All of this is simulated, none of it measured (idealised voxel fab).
The following is a process module called voxel self aligned contacts.
220 nm wide, 5 nm square cells: that's cross-section cut.
Think of the cross-section as a grid of square cells. We describe it in bands, top to bottom, and each band covers one or more rows of those cells.
The band entry comprises the height of the band's top followed by the height of its bottom, expressed in nm, and subsequently the band's materials from left to right, each stated together with its width in nm. Where a single material is marked with the word "everywhere", that material fills the band from edge to edge. The word "blank" represents empty space.
We count height from 0. Below that, the starting wafer is all one material. The lowest band never ends at the bottom but goes on down; see "0..down" for how that is written.
Quick explanation for "30..40": the width changes in equal steps down the rows of cells, from the first number in the band's top row to the second number in its bottom row.
No cell of the cross-section changed in a step that is given as "no modification".
In "Sealed voids" the enclosed voids are listed, meaning empty spaces of 8 cells or larger without any opening to the top. The form is width x height at distance, distance from the left edge, units nm.
On a step's line, text after the settings is the simulator commenting on that step.
overlay nm: how far to the right of its planned place the mask lay on this masked step (negative: to the left).
The steps planned for the process are as follows:
1. RECEIVE (material Si)
2. CONFORMAL_DEP (material SiO2; thk nm 5)
3. DIRECTIONAL_DEP (material polySi; thk nm 25)
4. DIRECTIONAL_DEP (material SiN; thk nm 15)
5. MASKED_ETCH (tone cover; mask id GATE; width nm 35; pitch nm 70; etch materials SiN; depth nm 15; overlay nm 0)
6. MASKED_ETCH (tone cover; mask id GATE; width nm 35; pitch nm 70; etch materials polySi; depth nm 25; overlay nm 0)
7. CONFORMAL_DEP (material SiN; thk nm 5)
8. DIRECTIONAL_ETCH (etch materials SiN; depth nm 5)
9. FILL_DEP (material SiO2; thk nm 10)
10. CMP (height nm 50)
11. PATTERN (tone open; mask id CONTACT; material resist; width nm 45; thk nm 15; overlay nm 0)
12. DIRECTIONAL_ETCH (etch materials SiO2; depth nm 50)
13. STRIP (etch materials resist)
14. CONFORMAL_DEP (material TiN; thk nm 5)
15. FILL_DEP (material Ru; thk nm 10)
16. CMP (height nm 50)
17. CONFORMAL_DEP (material SiN; thk nm 5)
For this document, wafers share an identical start and vary in the step 7 thk nm; the plan quotes the first wafer's value.
The as-received cross-section of the first of several wafers corresponds to the state after step 1:
    0..down: Si everywhere
    Sealed voids: none
first wafer at the end, after step 17:
    55..50: SiN everywhere
    50..45: SiO2 85, then TiN 15, then Ru 15, then TiN 15, then SiO2 90
    45..30: SiO2 50, then SiN 45, then TiN 5, then Ru 15, then TiN 5, then SiN 45, then SiO2 55
    30..5: SiO2 50, then SiN 5, then polySi 35, then SiN 5, then TiN 5, then Ru 15, then TiN 5, then SiN 5, then polySi 35, then SiN 5, then SiO2 55
    5..0: SiO2 95, then TiN 25, then SiO2 100
    0..down: Si everywhere
    Sealed voids: none
Cross-sectional view of the final wafer of several at the module's end:
    55..50: SiN everywhere
    50..30: SiO2 35, then SiN 145, then SiO2 40
    30..20: SiO2 35, then SiN 20, then polySi 35, then SiN 35, then polySi 35, then SiN 20, then SiO2 40
    20..5: SiN 55, then polySi 35, then SiN 35, then polySi 35, then SiN 60
    5..0: SiO2 everywhere
    0..down: Si everywhere
    Sealed voids: none
Rows = wafers. At module end, each row lists per material the cells gained (+) or lost (-) since the wafer was received, then the closed voids:
thk nm 5, +27 Ru, +118 SiN, +242 SiO2, +27 TiN, +70 polySi, Sealed voids: none
thk nm 10, +7 Ru, +194 SiN, +196 SiO2, +17 TiN, +70 polySi, Sealed voids: none
thk nm 15, +244 SiN, +163 SiO2, +7 TiN, +70 polySi, Sealed voids: none
thk nm 20, +280 SiN, +134 SiO2, +70 polySi, Sealed voids: none
